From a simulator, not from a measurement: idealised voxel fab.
process module | voxel fin reveal
It is cross-section cut that appears here, measuring 270 nm in width, its square cells being 5 nm in size.
Cross-section, as written here: a square-cell grid given band by band from the top down, where a band holds one or more rows of cells.
Quick guide to a band line: top height, bottom height (nm) up front; then every material left to right with its width in nm. Only one material and it's marked "throughout"? Then it fills the band edge to edge. And "blank" just means empty space.
Heads up on the height convention: 0 is the point under which the incoming wafer is all one material, and the lowest band has no bottom, it just keeps going down, like "0 nm and below".
A width such as "30->40" changes by the same amount from each row of cells to the next, from the band's top row to its bottom row.
The designation "identical to before", where it is given for a processing step, indicates that no cell of the cross-section was altered in the course of that step.
So "Closed empty spaces" is basically the list of trapped voids: any empty space of 8 cells or more that can't reach the top through an opening. They're written width x height at distance, the distance being from the left edge, and it's all nm.
It should be noted that, on the line of a given step, the content following the step's settings is a remark produced by the simulator itself with respect to that step.
For masked steps, "overlay nm" on the step line gives how far right of plan the mask actually lay; a minus sign means it lay to the left.
[Steps in the process plan]
1,RECEIVE | material Si
2,CONFORMAL_DEP | material SiN | thk nm 10
3,MASKED_ETCH | tone cover | mask id FINS | width nm 15 | pitch nm 40 | etch materials SiN | depth nm 10 | overlay nm 0
4,MASKED_ETCH | tone cover | mask id FINS | width nm 15 | pitch nm 40 | etch materials Si | depth nm 30 | overlay nm 0
5,OXIDIZE | depth nm 5
6,FILL_DEP | material SiO2 | thk nm 5
7,CMP | height nm 10
8,SELECTIVE_ETCH | etch materials SiO2 | depth nm 30
9,STRIP | etch materials SiN
10,CONFORMAL_DEP | material HfO2 | thk nm 5
[Cross-section of the wafer at receipt, which is the condition after step 1]
> 0 nm and below | Si throughout
> Closed empty spaces: none
[Cross-sectional image of the first of two wafers at the end of the module, the run having proceeded as planned]
> 5 nm to 0 nm | blank (105)  HfO2 (15)  blank (25)  HfO2 (15)  blank (110)
> 0 nm to -15 nm | blank (105)  HfO2 (5)  Si (5)  HfO2 (5)  blank (25)  HfO2 (5)  Si (5)  HfO2 (5)  blank (110)
> -15 nm to -20 nm | HfO2 (110)  Si (5)  HfO2 (35)  Si (5)  HfO2 (115)
> -20 nm to -35 nm | SiO2 (110)  Si (5)  SiO2 (35)  Si (5)  SiO2 (115)
> -35 nm and below | Si throughout
> Closed empty spaces: none
[Second wafer of the two, sectioned at the end of the module. It began like the first and followed the same plan, but one mistake was made while running it]
> 15 nm to 0 nm | blank (95)  HfO2 (35)  blank (5)  HfO2 (35)  blank (100)
> 0 nm to -5 nm | blank (95)  HfO2 (15)  Si (5)  HfO2 (15)  blank (5)  HfO2 (15)  Si (5)  HfO2 (15)  blank (100)
> -5 nm to -20 nm | HfO2 (110)  Si (5)  HfO2 (35)  Si (5)  HfO2 (115)
> -20 nm to -35 nm | SiO2 (110)  Si (5)  SiO2 (35)  Si (5)  SiO2 (115)
> -35 nm and below | Si throughout
> Closed empty spaces: none
Nonconformance to the process plan: step 10 did not use the planned setting and instead ran as CONFORMAL_DEP | material HfO2 | thk nm 15
End of process, cell counts, second wafer against first, materials with more or fewer: +140 HfO2
